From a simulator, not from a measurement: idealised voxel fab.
Proc. module: voxel double patterning
The cross-section on display is named cut; it measures 190 nm wide, and its cells are 5 nm squares.
Cross-section layout: square cells on a grid; listed as bands, top to bottom; a band spans one or more cell rows. Band: top and bottom heights (nm) first, top before bottom; then materials from left to right, widths in nm. "edge to edge" marks a sole material filling the band edge to edge. "blank" denotes empty space. Heights are measured from 0, the level below which the as-received wafer is all one material; the lowest band has no bottom and continues downward, written as in "0 -> down". The expression "30 to 40" gives the width at the extremes of the band, the first number at its top row of cells and the second at its bottom row, with the width changing by equal amounts from each row to the next in between. Step note "remains unaltered" = no cross-section cell changed. "Fully closed voids" - sealed voids, min. 8 cells, no opening to top; format: width x height at distance (distance from left edge; nm throughout). Text after the settings on a step's line: the simulator's own remark on that step. For masked steps, "overlay nm" on the step line gives how far right of plan the mask actually lay; a minus sign means it lay to the left.

List of planned process steps
1 RECEIVE (material Si)
2 CONFORMAL_DEP (material SiO2; thk nm 5)
3 DIRECTIONAL_DEP (material W; thk nm 10)
4 DIRECTIONAL_DEP (material SiN; thk nm 5)
5 DIRECTIONAL_DEP (material aC; thk nm 15)
6 PATTERN (tone open; mask id FIRST; material resist; width nm 15; pitch nm 50; thk nm 30; overlay nm 0)
7 DIRECTIONAL_ETCH (etch materials aC; depth nm 15)
8 STRIP (etch materials resist)
9 DIRECTIONAL_ETCH (etch materials SiN; depth nm 5)
10 STRIP (etch materials aC)
11 PATTERN (tone open; mask id SECOND; material resist; width nm 15; pitch nm 50; thk nm 20; overlay nm 0)
12 DIRECTIONAL_ETCH (etch materials SiN; depth nm 5)
13 STRIP (etch materials resist)
14 DIRECTIONAL_ETCH (etch materials W; depth nm 10)
15 STRIP (etch materials SiN)

First wafer of two (run as planned)

Wafer as received: cross-section following step 1
    0 -> down  Si edge to edge
    Fully closed voids: none

after step 2
    5 -> 0  SiO2 edge to edge
    Beneath the level 0, the cross-section is identical to its previous state.

after step 3
    15 -> 5  W edge to edge
    Beneath the level 5, the cross-section is identical to its previous state.

after step 4
    20 -> 15  SiN edge to edge
    Beneath the level 15, the cross-section is identical to its previous state.

after step 5
    35 -> 20  aC edge to edge
    Beneath the level 20, the cross-section is identical to its previous state.

after step 6
    65 -> 35  resist 35 nm / blank 15 nm / resist 35 nm / blank 15 nm / resist 35 nm / blank 15 nm / resist 40 nm
    Beneath the level 35, the cross-section is identical to its previous state.

after step 7
    50 -> 35  resist 35 nm / blank 15 nm / resist 35 nm / blank 15 nm / resist 35 nm / blank 15 nm / resist 40 nm
    35 -> 20  aC 35 nm / blank 15 nm / aC 35 nm / blank 15 nm / aC 35 nm / blank 15 nm / aC 40 nm
    Beneath the level 20, the cross-section is identical to its previous state.

after step 8
    35 -> 20  aC 35 nm / blank 15 nm / aC 35 nm / blank 15 nm / aC 35 nm / blank 15 nm / aC 40 nm
    Beneath the level 20, the cross-section is identical to its previous state.

after step 9
    35 -> 20  aC 35 nm / blank 15 nm / aC 35 nm / blank 15 nm / aC 35 nm / blank 15 nm / aC 40 nm
    20 -> 15  SiN 35 nm / blank 15 nm / SiN 35 nm / blank 15 nm / SiN 35 nm / blank 15 nm / SiN 40 nm
    Beneath the level 15, the cross-section is identical to its previous state.

after step 10
    20 -> 15  SiN 35 nm / blank 15 nm / SiN 35 nm / blank 15 nm / SiN 35 nm / blank 15 nm / SiN 40 nm
    Beneath the level 15, the cross-section is identical to its previous state.

after step 11
    40 -> 20  resist 60 nm / blank 15 nm / resist 35 nm / blank 15 nm / resist 65 nm
    20 -> 15  SiN 35 nm / resist 15 nm / SiN 35 nm / resist 15 nm / SiN 35 nm / resist 15 nm / SiN 40 nm
    Beneath the level 15, the cross-section is identical to its previous state.

after step 12
    40 -> 20  resist 60 nm / blank 15 nm / resist 35 nm / blank 15 nm / resist 65 nm
    20 -> 15  SiN 35 nm / resist 15 nm / SiN 10 nm / blank 15 nm / SiN 10 nm / resist 15 nm / SiN 10 nm / blank 15 nm / SiN 10 nm / resist 15 nm / SiN 40 nm
    Beneath the level 15, the cross-section is identical to its previous state.

after step 13
    20 -> 15  SiN 35 nm / blank 15 nm / SiN 10 nm / blank 15 nm / SiN 10 nm / blank 15 nm / SiN 10 nm / blank 15 nm / SiN 10 nm / blank 15 nm / SiN 40 nm
    Beneath the level 15, the cross-section is identical to its previous state.

after step 14
    20 -> 15  SiN 35 nm / blank 15 nm / SiN 10 nm / blank 15 nm / SiN 10 nm / blank 15 nm / SiN 10 nm / blank 15 nm / SiN 10 nm / blank 15 nm / SiN 40 nm
    15 -> 5  W 35 nm / blank 15 nm / W 10 nm / blank 15 nm / W 10 nm / blank 15 nm / W 10 nm / blank 15 nm / W 10 nm / blank 15 nm / W 40 nm
    Beneath the level 5, the cross-section is identical to its previous state.

after step 15
    15 -> 5  W 35 nm / blank 15 nm / W 10 nm / blank 15 nm / W 10 nm / blank 15 nm / W 10 nm / blank 15 nm / W 10 nm / blank 15 nm / W 40 nm
    Beneath the level 5, the cross-section is identical to its previous state.

What follows concerns the second wafer, which started out like the first and was meant to follow the very same plan; one mistake crept in when it was run, but everything up to and including step 10 is the same as for the first wafer

At the planned end of step 11, the second wafer in cross-section
    40 -> 20  blank 60 nm / resist 15 nm / blank 35 nm / resist 15 nm / blank 65 nm
    Beneath the level 20, the cross-section is identical to its previous state.

At the planned end of step 12, the second wafer in cross-section
    40 -> 20  blank 60 nm / resist 15 nm / blank 35 nm / resist 15 nm / blank 65 nm
    20 -> 15  blank 60 nm / SiN 15 nm / blank 35 nm / SiN 15 nm / blank 65 nm
    Beneath the level 15, the cross-section is identical to its previous state.

At the planned end of step 13, the second wafer in cross-section
    20 -> 15  blank 60 nm / SiN 15 nm / blank 35 nm / SiN 15 nm / blank 65 nm
    Beneath the level 15, the cross-section is identical to its previous state.

At the planned end of step 14, the second wafer in cross-section
    20 -> 15  blank 60 nm / SiN 15 nm / blank 35 nm / SiN 15 nm / blank 65 nm
    15 -> 5  blank 60 nm / W 15 nm / blank 35 nm / W 15 nm / blank 65 nm
    Beneath the level 5, the cross-section is identical to its previous state.

At the planned end of step 15, the second wafer in cross-section
    15 -> 5  blank 60 nm / W 15 nm / blank 35 nm / W 15 nm / blank 65 nm
    Beneath the level 5, the cross-section is identical to its previous state.
Deviation from plan: not per plan at step 11, really ran PATTERN (tone cover; mask id SECOND; material resist; width nm 15; pitch nm 50; thk nm 20; overlay nm 0)
Looking at both finished wafers in cells, the second ends up ahead of or behind the first on some materials: -34 W
